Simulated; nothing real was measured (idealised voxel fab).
process module | voxel wiring stack
cross-section cut | 270 nm wide | cells 5 nm
A cross-section is a grid of square cells, given in bands from the top down. A band is one or more rows of cells.
Each band's line starts with the height of the band's top and of its bottom, in nm. Then come its materials from left to right, each with its width in nm. One material with "throughout" fills the band from edge to edge. "air" is empty space.
Height 0 is the level under which the wafer as received is all one material. The lowest band goes on downwards, as in "0 down".
A width such as "30 to 40" changes by the same amount from each row of cells to the next, from the band's top row to its bottom row.
"no change" after a step means that no cell of the cross-section changed.
closed voids: empty space of 8 cells or more with no open way to the top, each as width x height at its distance from the left edge, in nm
after a step's settings: what the simulator itself notes on the step
overlay nm, on a step with a mask: how far to the right of its planned place the mask lay; to the left if negative
Each pair below shows a cross-section before one step and the cross-section after it, down to the lowest band that changed. The line under each pair gives the step between them, with its settings. The pairs can come from different runs of this module on the same starting wafer, so a pair continues from the pair above only where its "before" says so.
before
  50 to 45: TiN 80 | air 15 | TiN 25 | air 15 | TiN 25 | air 15 | TiN 95
  45 to 35: SiO2 75 | TiN 5 | air 15 | TiN 5 | SiO2 15 | TiN 5 | air 15 | TiN 5 | SiO2 15 | TiN 5 | air 15 | TiN 5 | SiO2 90
  35 to 30: SiCN 75 | TiN 25 | SiCN 15 | TiN 25 | SiCN 15 | TiN 25 | SiCN 90
  30 to 15: lowk 80 | W 25 | lowk 15 | W 25 | lowk 15 | W 25 | lowk 85
  15 to 10: lowk 80 | TiN 25 | lowk 15 | TiN 25 | lowk 15 | TiN 25 | lowk 85
  10 to 0: SiO2 throughout
  0 down: Si throughout
  closed voids: none
after
  55 to 50: W throughout
  50 to 45: TiN 80 | W 15 | TiN 25 | W 15 | TiN 25 | W 15 | TiN 95
  45 to 35: SiO2 75 | TiN 5 | W 15 | TiN 5 | SiO2 15 | TiN 5 | W 15 | TiN 5 | SiO2 15 | TiN 5 | W 15 | TiN 5 | SiO2 90
  below 35: unchanged
  closed voids: none
the step between: op FILL_DEP | material W | thk nm 5
before: the cross-section after the pair above
after
  45 to 35: SiO2 75 | TiN 5 | W 15 | TiN 5 | SiO2 15 | TiN 5 | W 15 | TiN 5 | SiO2 15 | TiN 5 | W 15 | TiN 5 | SiO2 90
  below 35: unchanged
  closed voids: none
the step between: op CMP | height nm 45
before: the cross-section after the pair above
after
  50 to 45: SiCN throughout
  below 45: unchanged
  closed voids: none
the step between: op CONFORMAL_DEP | material SiCN | thk nm 5
before: the cross-section after the pair above
after
  65 to 50: SiO2 throughout
  below 50: unchanged
  closed voids: none
the step between: op DIRECTIONAL_DEP | material SiO2 | thk nm 15
before: the cross-section after the pair above
after
  65 to 50: SiO2 80 | air 25 | SiO2 15 | air 25 | SiO2 15 | air 25 | SiO2 85
  below 50: unchanged
  closed voids: none
the step between: op MASKED_ETCH | tone open | mask id METAL_2 | width nm 25 | pitch nm 40 | etch materials SiO2 | depth nm 15 | overlay nm 0
before: the cross-section after the pair above
after
  65 to 50: SiO2 80 | air 25 | SiO2 15 | air 25 | SiO2 15 | air 25 | SiO2 85
  50 to 45: SiCN 80 | air 25 | SiCN 15 | air 25 | SiCN 15 | air 25 | SiCN 85
  below 45: unchanged
  closed voids: none
the step between: op MASKED_ETCH | tone open | mask id METAL_2 | width nm 25 | pitch nm 40 | etch materials SiCN | depth nm 5 | overlay nm 0
before: the cross-section after the pair above
after
  70 to 65: TiN 85 | air 15 | TiN 25 | air 15 | TiN 25 | air 15 | TiN 90
  65 to 50: SiO2 80 | TiN 5 | air 15 | TiN 5 | SiO2 15 | TiN 5 | air 15 | TiN 5 | SiO2 15 | TiN 5 | air 15 | TiN 5 | SiO2 85
  50 to 45: SiCN 80 | TiN 25 | SiCN 15 | TiN 25 | SiCN 15 | TiN 25 | SiCN 85
  below 45: unchanged
  closed voids: none
the step between: op CONFORMAL_DEP | material TiN | thk nm 5
before: the cross-section after the pair above
after
  75 to 70: Cu throughout
  70 to 65: TiN 85 | Cu 15 | TiN 25 | Cu 15 | TiN 25 | Cu 15 | TiN 90
  65 to 50: SiO2 80 | TiN 5 | Cu 15 | TiN 5 | SiO2 15 | TiN 5 | Cu 15 | TiN 5 | SiO2 15 | TiN 5 | Cu 15 | TiN 5 | SiO2 85
  below 50: unchanged
  closed voids: none
the step between: op FILL_DEP | material Cu | thk nm 5
before: the cross-section after the pair above
after
  65 to 50: SiO2 80 | TiN 5 | Cu 15 | TiN 5 | SiO2 15 | TiN 5 | Cu 15 | TiN 5 | SiO2 15 | TiN 5 | Cu 15 | TiN 5 | SiO2 85
  below 50: unchanged
  closed voids: none
the step between: op CMP | height nm 65
before: the cross-section after the pair above
after
  70 to 65: SiCN throughout
  below 65: unchanged
  closed voids: none
the step between: op CONFORMAL_DEP | material SiCN | thk nm 5
before: the cross-section after the pair above
after
  105 to 70: lowk throughout
  below 70: unchanged
  closed voids: none
the step between: op DIRECTIONAL_DEP | material lowk | thk nm 35
before: the cross-section after the pair above
after
  120 to 105: aC throughout
  below 105: unchanged
  closed voids: none
the step between: op DIRECTIONAL_DEP | material aC | thk nm 15
before: the cross-section after the pair above
after
  150 to 120: resist 80 | air 15 | resist 25 | air 15 | resist 25 | air 15 | resist 95
  below 120: unchanged
  closed voids: none
the step between: op PATTERN | tone open | mask id METAL_3_HOLES | material resist | width nm 15 | pitch nm 40 | thk nm 30 | overlay nm 0
before: the cross-section after the pair above
after
  135 to 120: resist 80 | air 15 | resist 25 | air 15 | resist 25 | air 15 | resist 95
  120 to 105: aC 80 | air 15 | aC 25 | air 15 | aC 25 | air 15 | aC 95
  below 105: unchanged
  closed voids: none
the step between: op DIRECTIONAL_ETCH | etch materials aC | depth nm 15
before: the cross-section after the pair above
after
  120 to 105: aC 80 | air 15 | aC 25 | air 15 | aC 25 | air 15 | aC 95
  below 105: unchanged
  closed voids: none
the step between: op STRIP | etch materials resist
before: the cross-section after the pair above
after
  120 to 105: aC 80 | air 15 | aC 25 | air 15 | aC 25 | air 15 | aC 95
  105 to 70: lowk 80 | air 15 | lowk 25 | air 15 | lowk 25 | air 15 | lowk 95
  below 70: unchanged
  closed voids: none
the step between: op DIRECTIONAL_ETCH | etch materials lowk | depth nm 35
before: the cross-section after the pair above
after
  105 to 70: lowk 80 | air 15 | lowk 25 | air 15 | lowk 25 | air 15 | lowk 95
  below 70: unchanged
  closed voids: none
the step between: op STRIP | etch materials aC
before: the cross-section after the pair above
after
  120 to 105: aC 80 | air 15 | aC 25 | air 15 | aC 25 | air 15 | aC 95
  105 to 85: lowk 80 | air 15 | lowk 25 | air 15 | lowk 25 | air 15 | lowk 95
  85 to 70: lowk 80 | aC 15 | lowk 25 | aC 15 | lowk 25 | aC 15 | lowk 95
  below 70: unchanged
  closed voids: none
the step between: op DIRECTIONAL_DEP | material aC | thk nm 15
before: the cross-section after the pair above
after
  155 to 120: resist 80 | air 25 | resist 15 | air 25 | resist 15 | air 25 | resist 85
  below 120: unchanged
  closed voids: none
the step between: op PATTERN | tone open | mask id METAL_3 | material resist | width nm 25 | pitch nm 40 | thk nm 35 | overlay nm 0
before: the cross-section after the pair above
after
  140 to 120: resist 80 | air 25 | resist 15 | air 25 | resist 15 | air 25 | resist 85
  120 to 105: aC 80 | air 25 | aC 15 | air 25 | aC 15 | air 25 | aC 85
  105 to 70: lowk 80 | air 15 | lowk 25 | air 15 | lowk 25 | air 15 | lowk 95
  below 70: unchanged
  closed voids: none
the step between: op DIRECTIONAL_ETCH | etch materials aC | depth nm 15
before: the cross-section after the pair above
after
  120 to 105: aC 80 | air 25 | aC 15 | air 25 | aC 15 | air 25 | aC 85
  below 105: unchanged
  closed voids: none
the step between: op STRIP | etch materials resist
before: the cross-section after the pair above
after
  120 to 105: aC 80 | air 25 | aC 15 | air 25 | aC 15 | air 25 | aC 85
  105 to 85: lowk 80 | air 25 | lowk 15 | air 25 | lowk 15 | air 25 | lowk 85
  below 85: unchanged
  closed voids: none
the step between: op DIRECTIONAL_ETCH | etch materials lowk | depth nm 20
before: the cross-section after the pair above
after
  120 to 105: aC 80 | air 25 | aC 15 | air 25 | aC 15 | air 25 | aC 85
  105 to 85: lowk 80 | air 25 | lowk 15 | air 25 | lowk 15 | air 25 | lowk 85
  85 to 70: lowk 80 | air 15 | lowk 25 | air 15 | lowk 25 | air 15 | lowk 95
  70 to 65: SiCN 80 | air 15 | SiCN 25 | air 15 | SiCN 25 | air 15 | SiCN 95
  below 65: unchanged
  closed voids: none
the step between: op DIRECTIONAL_ETCH | etch materials SiCN | depth nm 5
before: the cross-section after the pair above
after
  105 to 85: lowk 80 | air 25 | lowk 15 | air 25 | lowk 15 | air 25 | lowk 85
  below 85: unchanged
  closed voids: none
the step between: op STRIP | etch materials aC
before: the cross-section after the pair above
after
  110 to 105: TiN 85 | air 15 | TiN 25 | air 15 | TiN 25 | air 15 | TiN 90
  105 to 90: lowk 80 | TiN 5 | air 15 | TiN 5 | lowk 15 | TiN 5 | air 15 | TiN 5 | lowk 15 | TiN 5 | air 15 | TiN 5 | lowk 85
  90 to 85: lowk 80 | TiN 5 | air 5 | TiN 15 | lowk 15 | TiN 5 | air 5 | TiN 15 | lowk 15 | TiN 5 | air 5 | TiN 15 | lowk 85
  85 to 70: lowk 80 | TiN 5 | air 5 | TiN 5 | lowk 25 | TiN 5 | air 5 | TiN 5 | lowk 25 | TiN 5 | air 5 | TiN 5 | lowk 95
  70 to 65: SiCN 80 | TiN 15 | SiCN 25 | TiN 15 | SiCN 25 | TiN 15 | SiCN 95
  below 65: unchanged
  closed voids: none
the step between: op CONFORMAL_DEP | material TiN | thk nm 5
before: the cross-section after the pair above
after
  115 to 110: Ru throughout
  110 to 105: TiN 85 | Ru 15 | TiN 25 | Ru 15 | TiN 25 | Ru 15 | TiN 90
  105 to 90: lowk 80 | TiN 5 | Ru 15 | TiN 5 | lowk 15 | TiN 5 | Ru 15 | TiN 5 | lowk 15 | TiN 5 | Ru 15 | TiN 5 | lowk 85
  90 to 85: lowk 80 | TiN 5 | Ru 5 | TiN 15 | lowk 15 | TiN 5 | Ru 5 | TiN 15 | lowk 15 | TiN 5 | Ru 5 | TiN 15 | lowk 85
  85 to 70: lowk 80 | TiN 5 | Ru 5 | TiN 5 | lowk 25 | TiN 5 | Ru 5 | TiN 5 | lowk 25 | TiN 5 | Ru 5 | TiN 5 | lowk 95
  below 70: unchanged
  closed voids: none
the step between: op FILL_DEP | material Ru | thk nm 5
before: the cross-section after the pair above
after
  105 to 90: lowk 80 | TiN 5 | Ru 15 | TiN 5 | lowk 15 | TiN 5 | Ru 15 | TiN 5 | lowk 15 | TiN 5 | Ru 15 | TiN 5 | lowk 85
  below 90: unchanged
  closed voids: none
the step between: op CMP | height nm 105
before: the cross-section after the pair above
after
  110 to 105: SiCN throughout
  below 105: unchanged
  closed voids: none
the step between: op CONFORMAL_DEP | material SiCN | thk nm 5
before: the cross-section after the pair above
after
  135 to 110: SiO2 throughout
  below 110: unchanged
  closed voids: none
the step between: op DIRECTIONAL_DEP | material SiO2 | thk nm 25
before: the cross-section after the pair above
after
  150 to 135: resist 80 | air 25 | resist 15 | air 25 | resist 15 | air 25 | resist 85
  below 135: unchanged
  closed voids: none
the step between: op PATTERN | tone open | mask id METAL_4 | material resist | width nm 25 | pitch nm 40 | thk nm 15 | overlay nm 0
before: the cross-section after the pair above
after
  150 to 135: resist 80 | air 25 | resist 15 | air 25 | resist 15 | air 25 | resist 85
  135 to 120: SiO2 80 | air 25 | SiO2 15 | air 25 | SiO2 15 | air 25 | SiO2 85
  below 120: unchanged
  closed voids: none
the step between: op DIRECTIONAL_ETCH | etch materials SiO2 | depth nm 15
before: the cross-section after the pair above
after
  135 to 120: SiO2 80 | air 25 | SiO2 15 | air 25 | SiO2 15 | air 25 | SiO2 85
  below 120: unchanged
  closed voids: none
the step between: op STRIP | etch materials resist
before: the cross-section after the pair above
after
  150 to 135: aC 80 | air 25 | aC 15 | air 25 | aC 15 | air 25 | aC 85
  135 to 120: SiO2 80 | aC 25 | SiO2 15 | aC 25 | SiO2 15 | aC 25 | SiO2 85
  below 120: unchanged
  closed voids: none
the step between: op DIRECTIONAL_DEP | material aC | thk nm 15
before: the cross-section after the pair above
after
  185 to 150: resist 80 | air 15 | resist 65 | air 15 | resist 95
  150 to 135: aC 80 | air 15 | resist 10 | aC 15 | resist 25 | aC 15 | air 15 | resist 10 | aC 85
  below 135: unchanged
  closed voids: none
the step between: op PATTERN | tone open | mask id METAL_4_HOLES | material resist | width nm 15 | pitch nm 80 | thk nm 35 | overlay nm 0
before: the cross-section after the pair above
after
  170 to 150: resist 80 | air 15 | resist 65 | air 15 | resist 95
  150 to 135: aC 80 | air 15 | resist 10 | aC 15 | resist 25 | aC 15 | air 15 | resist 10 | aC 85
  135 to 120: SiO2 80 | air 15 | aC 10 | SiO2 15 | aC 25 | SiO2 15 | air 15 | aC 10 | SiO2 85
  below 120: unchanged
  closed voids: none
the step between: op DIRECTIONAL_ETCH | etch materials aC | depth nm 15
before: the cross-section after the pair above
after
  150 to 135: aC 80 | air 25 | aC 15 | air 25 | aC 15 | air 25 | aC 85
  below 135: unchanged
  closed voids: none
the step between: op STRIP | etch materials resist
before: the cross-section after the pair above
after
  150 to 135: aC 80 | air 25 | aC 15 | air 25 | aC 15 | air 25 | aC 85
  135 to 120: SiO2 80 | air 15 | aC 10 | SiO2 15 | aC 25 | SiO2 15 | air 15 | aC 10 | SiO2 85
  120 to 110: SiO2 80 | air 15 | SiO2 65 | air 15 | SiO2 95
  below 110: unchanged
  closed voids: none
the step between: op DIRECTIONAL_ETCH | etch materials SiO2 | depth nm 10
before: the cross-section after the pair above
after
  150 to 135: aC 80 | air 25 | aC 15 | air 25 | aC 15 | air 25 | aC 85
  135 to 120: SiO2 80 | air 15 | aC 10 | SiO2 15 | aC 25 | SiO2 15 | air 15 | aC 10 | SiO2 85
  120 to 110: SiO2 80 | air 15 | SiO2 65 | air 15 | SiO2 95
  110 to 105: SiCN 80 | air 15 | SiCN 65 | air 15 | SiCN 95
  below 105: unchanged
  closed voids: none
the step between: op DIRECTIONAL_ETCH | etch materials SiCN | depth nm 5
before: the cross-section after the pair above
after
  135 to 120: SiO2 80 | air 25 | SiO2 15 | air 25 | SiO2 15 | air 25 | SiO2 85
  below 120: unchanged
  closed voids: none
the step between: op STRIP | etch materials aC
before: the cross-section after the pair above
after
  140 to 135: TiN 85 | air 15 | TiN 25 | air 15 | TiN 25 | air 15 | TiN 90
  135 to 125: SiO2 80 | TiN 5 | air 15 | TiN 5 | SiO2 15 | TiN 5 | air 15 | TiN 5 | SiO2 15 | TiN 5 | air 15 | TiN 5 | SiO2 85
  125 to 120: SiO2 80 | TiN 5 | air 5 | TiN 15 | SiO2 15 | TiN 25 | SiO2 15 | TiN 5 | air 5 | TiN 15 | SiO2 85
  120 to 110: SiO2 80 | TiN 5 | air 5 | TiN 5 | SiO2 65 | TiN 5 | air 5 | TiN 5 | SiO2 95
  110 to 105: SiCN 80 | TiN 15 | SiCN 65 | TiN 15 | SiCN 95
  below 105: unchanged
  closed voids: none
the step between: op CONFORMAL_DEP | material TiN | thk nm 5
before: the cross-section after the pair above
after
  145 to 140: Ru throughout
  140 to 135: TiN 85 | Ru 15 | TiN 25 | Ru 15 | TiN 25 | Ru 15 | TiN 90
  135 to 125: SiO2 80 | TiN 5 | Ru 15 | TiN 5 | SiO2 15 | TiN 5 | Ru 15 | TiN 5 | SiO2 15 | TiN 5 | Ru 15 | TiN 5 | SiO2 85
  125 to 120: SiO2 80 | TiN 5 | Ru 5 | TiN 15 | SiO2 15 | TiN 25 | SiO2 15 | TiN 5 | Ru 5 | TiN 15 | SiO2 85
  120 to 110: SiO2 80 | TiN 5 | Ru 5 | TiN 5 | SiO2 65 | TiN 5 | Ru 5 | TiN 5 | SiO2 95
  below 110: unchanged
  closed voids: none
the step between: op FILL_DEP | material Ru | thk nm 5
before: the cross-section after the pair above
after
  135 to 125: SiO2 80 | TiN 5 | Ru 15 | TiN 5 | SiO2 15 | TiN 5 | Ru 15 | TiN 5 | SiO2 15 | TiN 5 | Ru 15 | TiN 5 | SiO2 85
  below 125: unchanged
  closed voids: none
the step between: op CMP | height nm 135
before: the cross-section after the pair above
after
  140 to 135: SiN throughout
  below 135: unchanged
  closed voids: none
the step between: op CONFORMAL_DEP | material SiN | thk nm 5
before
  120 to 105: aC throughout
  105 to 70: lowk throughout
  70 to 65: SiCN throughout
  65 to 50: SiO2 80 | TiN 5 | Cu 15 | TiN 5 | SiO2 15 | TiN 5 | Cu 15 | TiN 5 | SiO2 15 | TiN 5 | Cu 15 | TiN 5 | SiO2 85
  50 to 45: SiCN 80 | TiN 25 | SiCN 15 | TiN 25 | SiCN 15 | TiN 25 | SiCN 85
  45 to 35: SiO2 80 | TiN 5 | W 5 | TiN 5 | SiO2 25 | TiN 5 | W 5 | TiN 5 | SiO2 25 | TiN 5 | W 5 | TiN 5 | SiO2 95
  35 to 30: SiCN 80 | TiN 15 | SiCN 25 | TiN 15 | SiCN 25 | TiN 15 | SiCN 95
  30 to 15: lowk 80 | W 25 | lowk 15 | W 25 | lowk 15 | W 25 | lowk 85
  15 to 10: lowk 80 | TiN 25 | lowk 15 | TiN 25 | lowk 15 | TiN 25 | lowk 85
  10 to 0: SiO2 throughout
  0 down: Si throughout
  closed voids: none
after
  150 to 120: resist 90 | air 15 | resist 25 | air 15 | resist 25 | air 15 | resist 85
  below 120: unchanged
  closed voids: none
the step between: op PATTERN | tone open | mask id METAL_3_HOLES | material resist | width nm 15 | pitch nm 40 | thk nm 30 | overlay nm 10
before: the cross-section after the pair above
after
  135 to 120: resist 90 | air 15 | resist 25 | air 15 | resist 25 | air 15 | resist 85
  120 to 105: aC 90 | air 15 | aC 25 | air 15 | aC 25 | air 15 | aC 85
  below 105: unchanged
  closed voids: none
the step between: op DIRECTIONAL_ETCH | etch materials aC | depth nm 15
before: the cross-section after the pair above
after
  120 to 105: aC 90 | air 15 | aC 25 | air 15 | aC 25 | air 15 | aC 85
  below 105: unchanged
  closed voids: none
the step between: op STRIP | etch materials resist
before: the cross-section after the pair above
after
  120 to 105: aC 90 | air 15 | aC 25 | air 15 | aC 25 | air 15 | aC 85
  105 to 70: lowk 90 | air 15 | lowk 25 | air 15 | lowk 25 | air 15 | lowk 85
  below 70: unchanged
  closed voids: none
the step between: op DIRECTIONAL_ETCH | etch materials lowk | depth nm 35
before: the cross-section after the pair above
after
  105 to 70: lowk 90 | air 15 | lowk 25 | air 15 | lowk 25 | air 15 | lowk 85
  below 70: unchanged
  closed voids: none
the step between: op STRIP | etch materials aC
before: the cross-section after the pair above
after
  120 to 105: aC 90 | air 15 | aC 25 | air 15 | aC 25 | air 15 | aC 85
  105 to 85: lowk 90 | air 15 | lowk 25 | air 15 | lowk 25 | air 15 | lowk 85
  85 to 70: lowk 90 | aC 15 | lowk 25 | aC 15 | lowk 25 | aC 15 | lowk 85
  below 70: unchanged
  closed voids: none
the step between: op DIRECTIONAL_DEP | material aC | thk nm 15
before: the cross-section after the pair above
after
  155 to 120: resist 80 | air 25 | resist 15 | air 25 | resist 15 | air 25 | resist 85
  below 120: unchanged
  closed voids: none
the step between: op PATTERN | tone open | mask id METAL_3 | material resist | width nm 25 | pitch nm 40 | thk nm 35 | overlay nm 0
before: the cross-section after the pair above
after
  140 to 120: resist 80 | air 25 | resist 15 | air 25 | resist 15 | air 25 | resist 85
  120 to 105: aC 80 | air 25 | aC 15 | air 25 | aC 15 | air 25 | aC 85
  105 to 70: lowk 90 | air 15 | lowk 25 | air 15 | lowk 25 | air 15 | lowk 85
  below 70: unchanged
  closed voids: none
the step between: op DIRECTIONAL_ETCH | etch materials aC | depth nm 15
before: the cross-section after the pair above
after
  120 to 105: aC 80 | air 25 | aC 15 | air 25 | aC 15 | air 25 | aC 85
  below 105: unchanged
  closed voids: none
the step between: op STRIP | etch materials resist
before: the cross-section after the pair above
after
  120 to 105: aC 80 | air 25 | aC 15 | air 25 | aC 15 | air 25 | aC 85
  105 to 85: lowk 80 | air 25 | lowk 15 | air 25 | lowk 15 | air 25 | lowk 85
  below 85: unchanged
  closed voids: none
the step between: op DIRECTIONAL_ETCH | etch materials lowk | depth nm 20
before: the cross-section after the pair above
after
  120 to 105: aC 80 | air 25 | aC 15 | air 25 | aC 15 | air 25 | aC 85
  105 to 85: lowk 80 | air 25 | lowk 15 | air 25 | lowk 15 | air 25 | lowk 85
  85 to 70: lowk 90 | air 15 | lowk 25 | air 15 | lowk 25 | air 15 | lowk 85
  70 to 65: SiCN 90 | air 15 | SiCN 25 | air 15 | SiCN 25 | air 15 | SiCN 85
  below 65: unchanged
  closed voids: none
the step between: op DIRECTIONAL_ETCH | etch materials SiCN | depth nm 5
before: the cross-section after the pair above
after
  105 to 85: lowk 80 | air 25 | lowk 15 | air 25 | lowk 15 | air 25 | lowk 85
  below 85: unchanged
  closed voids: none
the step between: op STRIP | etch materials aC
before: the cross-section after the pair above
after
  110 to 105: TiN 85 | air 15 | TiN 25 | air 15 | TiN 25 | air 15 | TiN 90
  105 to 90: lowk 80 | TiN 5 | air 15 | TiN 5 | lowk 15 | TiN 5 | air 15 | TiN 5 | lowk 15 | TiN 5 | air 15 | TiN 5 | lowk 85
  90 to 85: lowk 80 | TiN 15 | air 5 | TiN 5 | lowk 15 | TiN 15 | air 5 | TiN 5 | lowk 15 | TiN 15 | air 5 | TiN 5 | lowk 85
  85 to 70: lowk 90 | TiN 5 | air 5 | TiN 5 | lowk 25 | TiN 5 | air 5 | TiN 5 | lowk 25 | TiN 5 | air 5 | TiN 5 | lowk 85
  70 to 65: SiCN 90 | TiN 15 | SiCN 25 | TiN 15 | SiCN 25 | TiN 15 | SiCN 85
  below 65: unchanged
  closed voids: none
the step between: op CONFORMAL_DEP | material TiN | thk nm 5
before: the cross-section after the pair above
after
  115 to 110: Ru throughout
  110 to 105: TiN 85 | Ru 15 | TiN 25 | Ru 15 | TiN 25 | Ru 15 | TiN 90
  105 to 90: lowk 80 | TiN 5 | Ru 15 | TiN 5 | lowk 15 | TiN 5 | Ru 15 | TiN 5 | lowk 15 | TiN 5 | Ru 15 | TiN 5 | lowk 85
  90 to 85: lowk 80 | TiN 15 | Ru 5 | TiN 5 | lowk 15 | TiN 15 | Ru 5 | TiN 5 | lowk 15 | TiN 15 | Ru 5 | TiN 5 | lowk 85
  85 to 70: lowk 90 | TiN 5 | Ru 5 | TiN 5 | lowk 25 | TiN 5 | Ru 5 | TiN 5 | lowk 25 | TiN 5 | Ru 5 | TiN 5 | lowk 85
  below 70: unchanged
  closed voids: none
the step between: op FILL_DEP | material Ru | thk nm 5
before: the cross-section after the pair above
after
  105 to 90: lowk 80 | TiN 5 | Ru 15 | TiN 5 | lowk 15 | TiN 5 | Ru 15 | TiN 5 | lowk 15 | TiN 5 | Ru 15 | TiN 5 | lowk 85
  below 90: unchanged
  closed voids: none
the step between: op CMP | height nm 105
before: the cross-section after the pair above
after
  110 to 105: SiCN throughout
  below 105: unchanged
  closed voids: none
the step between: op CONFORMAL_DEP | material SiCN | thk nm 5
before: the cross-section after the pair above
after
  135 to 110: SiO2 throughout
  below 110: unchanged
  closed voids: none
the step between: op DIRECTIONAL_DEP | material SiO2 | thk nm 25
before: the cross-section after the pair above
after
  150 to 135: resist 80 | air 25 | resist 15 | air 25 | resist 15 | air 25 | resist 85
  below 135: unchanged
  closed voids: none
the step between: op PATTERN | tone open | mask id METAL_4 | material resist | width nm 25 | pitch nm 40 | thk nm 15 | overlay nm 0
before: the cross-section after the pair above
after
  150 to 135: resist 80 | air 25 | resist 15 | air 25 | resist 15 | air 25 | resist 85
  135 to 120: SiO2 80 | air 25 | SiO2 15 | air 25 | SiO2 15 | air 25 | SiO2 85
  below 120: unchanged
  closed voids: none
the step between: op DIRECTIONAL_ETCH | etch materials SiO2 | depth nm 15
before: the cross-section after the pair above
after
  135 to 120: SiO2 80 | air 25 | SiO2 15 | air 25 | SiO2 15 | air 25 | SiO2 85
  below 120: unchanged
  closed voids: none
the step between: op STRIP | etch materials resist
before: the cross-section after the pair above
after
  150 to 135: aC 80 | air 25 | aC 15 | air 25 | aC 15 | air 25 | aC 85
  135 to 120: SiO2 80 | aC 25 | SiO2 15 | aC 25 | SiO2 15 | aC 25 | SiO2 85
  below 120: unchanged
  closed voids: none
the step between: op DIRECTIONAL_DEP | material aC | thk nm 15
before: the cross-section after the pair above
after
  185 to 150: resist 80 | air 15 | resist 65 | air 15 | resist 95
  150 to 135: aC 80 | air 15 | resist 10 | aC 15 | resist 25 | aC 15 | air 15 | resist 10 | aC 85
  below 135: unchanged
  closed voids: none
the step between: op PATTERN | tone open | mask id METAL_4_HOLES | material resist | width nm 15 | pitch nm 80 | thk nm 35 | overlay nm 0
before: the cross-section after the pair above
after
  170 to 150: resist 80 | air 15 | resist 65 | air 15 | resist 95
  150 to 135: aC 80 | air 15 | resist 10 | aC 15 | resist 25 | aC 15 | air 15 | resist 10 | aC 85
  135 to 120: SiO2 80 | air 15 | aC 10 | SiO2 15 | aC 25 | SiO2 15 | air 15 | aC 10 | SiO2 85
  below 120: unchanged
  closed voids: none
the step between: op DIRECTIONAL_ETCH | etch materials aC | depth nm 15
before: the cross-section after the pair above
after
  150 to 135: aC 80 | air 25 | aC 15 | air 25 | aC 15 | air 25 | aC 85
  below 135: unchanged
  closed voids: none
the step between: op STRIP | etch materials resist
before: the cross-section after the pair above
after
  150 to 135: aC 80 | air 25 | aC 15 | air 25 | aC 15 | air 25 | aC 85
  135 to 120: SiO2 80 | air 15 | aC 10 | SiO2 15 | aC 25 | SiO2 15 | air 15 | aC 10 | SiO2 85
  120 to 110: SiO2 80 | air 15 | SiO2 65 | air 15 | SiO2 95
  below 110: unchanged
  closed voids: none
the step between: op DIRECTIONAL_ETCH | etch materials SiO2 | depth nm 10
before: the cross-section after the pair above
after
  150 to 135: aC 80 | air 25 | aC 15 | air 25 | aC 15 | air 25 | aC 85
  135 to 120: SiO2 80 | air 15 | aC 10 | SiO2 15 | aC 25 | SiO2 15 | air 15 | aC 10 | SiO2 85
  120 to 110: SiO2 80 | air 15 | SiO2 65 | air 15 | SiO2 95
  110 to 105: SiCN 80 | air 15 | SiCN 65 | air 15 | SiCN 95
  below 105: unchanged
  closed voids: none
the step between: op DIRECTIONAL_ETCH | etch materials SiCN | depth nm 5
before: the cross-section after the pair above
after
  135 to 120: SiO2 80 | air 25 | SiO2 15 | air 25 | SiO2 15 | air 25 | SiO2 85
  below 120: unchanged
  closed voids: none
the step between: op STRIP | etch materials aC
before: the cross-section after the pair above
after
  140 to 135: TiN 85 | air 15 | TiN 25 | air 15 | TiN 25 | air 15 | TiN 90
  135 to 125: SiO2 80 | TiN 5 | air 15 | TiN 5 | SiO2 15 | TiN 5 | air 15 | TiN 5 | SiO2 15 | TiN 5 | air 15 | TiN 5 | SiO2 85
  125 to 120: SiO2 80 | TiN 5 | air 5 | TiN 15 | SiO2 15 | TiN 25 | SiO2 15 | TiN 5 | air 5 | TiN 15 | SiO2 85
  120 to 110: SiO2 80 | TiN 5 | air 5 | TiN 5 | SiO2 65 | TiN 5 | air 5 | TiN 5 | SiO2 95
  110 to 105: SiCN 80 | TiN 15 | SiCN 65 | TiN 15 | SiCN 95
  below 105: unchanged
  closed voids: none
the step between: op CONFORMAL_DEP | material TiN | thk nm 5
before: the cross-section after the pair above
after
  145 to 140: Ru throughout
  140 to 135: TiN 85 | Ru 15 | TiN 25 | Ru 15 | TiN 25 | Ru 15 | TiN 90
  135 to 125: SiO2 80 | TiN 5 | Ru 15 | TiN 5 | SiO2 15 | TiN 5 | Ru 15 | TiN 5 | SiO2 15 | TiN 5 | Ru 15 | TiN 5 | SiO2 85
  125 to 120: SiO2 80 | TiN 5 | Ru 5 | TiN 15 | SiO2 15 | TiN 25 | SiO2 15 | TiN 5 | Ru 5 | TiN 15 | SiO2 85
  120 to 110: SiO2 80 | TiN 5 | Ru 5 | TiN 5 | SiO2 65 | TiN 5 | Ru 5 | TiN 5 | SiO2 95
  below 110: unchanged
  closed voids: none
the step between: op FILL_DEP | material Ru | thk nm 5
before: the cross-section after the pair above
after
  135 to 125: SiO2 80 | TiN 5 | Ru 15 | TiN 5 | SiO2 15 | TiN 5 | Ru 15 | TiN 5 | SiO2 15 | TiN 5 | Ru 15 | TiN 5 | SiO2 85
  below 125: unchanged
  closed voids: none
the step between: op CMP | height nm 135
before: the cross-section after the pair above
after
  140 to 135: SiN throughout
  below 135: unchanged
  closed voids: none
the step between: op CONFORMAL_DEP | material SiN | thk nm 5
before
  0 down: Si throughout
  closed voids: none
after
  10 to 0: aC throughout
  below 0: unchanged
  closed voids: none
the step between: op CONFORMAL_DEP | material aC | thk nm 10
before: the cross-section after the pair above
after
  15 to 10: TiN throughout
  below 10: unchanged
  closed voids: none
the step between: op DIRECTIONAL_DEP | material TiN | thk nm 5
before: the cross-section after the pair above
after
  30 to 15: W throughout
  below 15: unchanged
  closed voids: none
the step between: op DIRECTIONAL_DEP | material W | thk nm 15
before: the cross-section after the pair above
after
  30 to 15: air 80 | W 25 | air 15 | W 25 | air 15 | W 25 | air 85
  below 15: unchanged
  closed voids: none
the step between: op MASKED_ETCH | tone cover | mask id METAL_1 | width nm 25 | pitch nm 40 | etch materials W | depth nm 15 | overlay nm 0
before: the cross-section after the pair above
after
  30 to 15: air 80 | W 25 | air 15 | W 25 | air 15 | W 25 | air 85
  15 to 10: air 80 | TiN 25 | air 15 | TiN 25 | air 15 | TiN 25 | air 85
  below 10: unchanged
  closed voids: none
the step between: op MASKED_ETCH | tone cover | mask id METAL_1 | width nm 25 | pitch nm 40 | etch materials TiN | depth nm 5 | overlay nm 0
before: the cross-section after the pair above
after
  40 to 30: lowk throughout
  30 to 15: lowk 80 | W 25 | lowk 15 | W 25 | lowk 15 | W 25 | lowk 85
  15 to 10: lowk 80 | TiN 25 | lowk 15 | TiN 25 | lowk 15 | TiN 25 | lowk 85
  below 10: unchanged
  closed voids: none
the step between: op FILL_DEP | material lowk | thk nm 10
before: the cross-section after the pair above
after
  30 to 15: lowk 80 | W 25 | lowk 15 | W 25 | lowk 15 | W 25 | lowk 85
  below 15: unchanged
  closed voids: none
the step between: op CMP | height nm 30
before: the cross-section after the pair above
after
  35 to 30: SiCN throughout
  below 30: unchanged
  closed voids: none
the step between: op CONFORMAL_DEP | material SiCN | thk nm 5
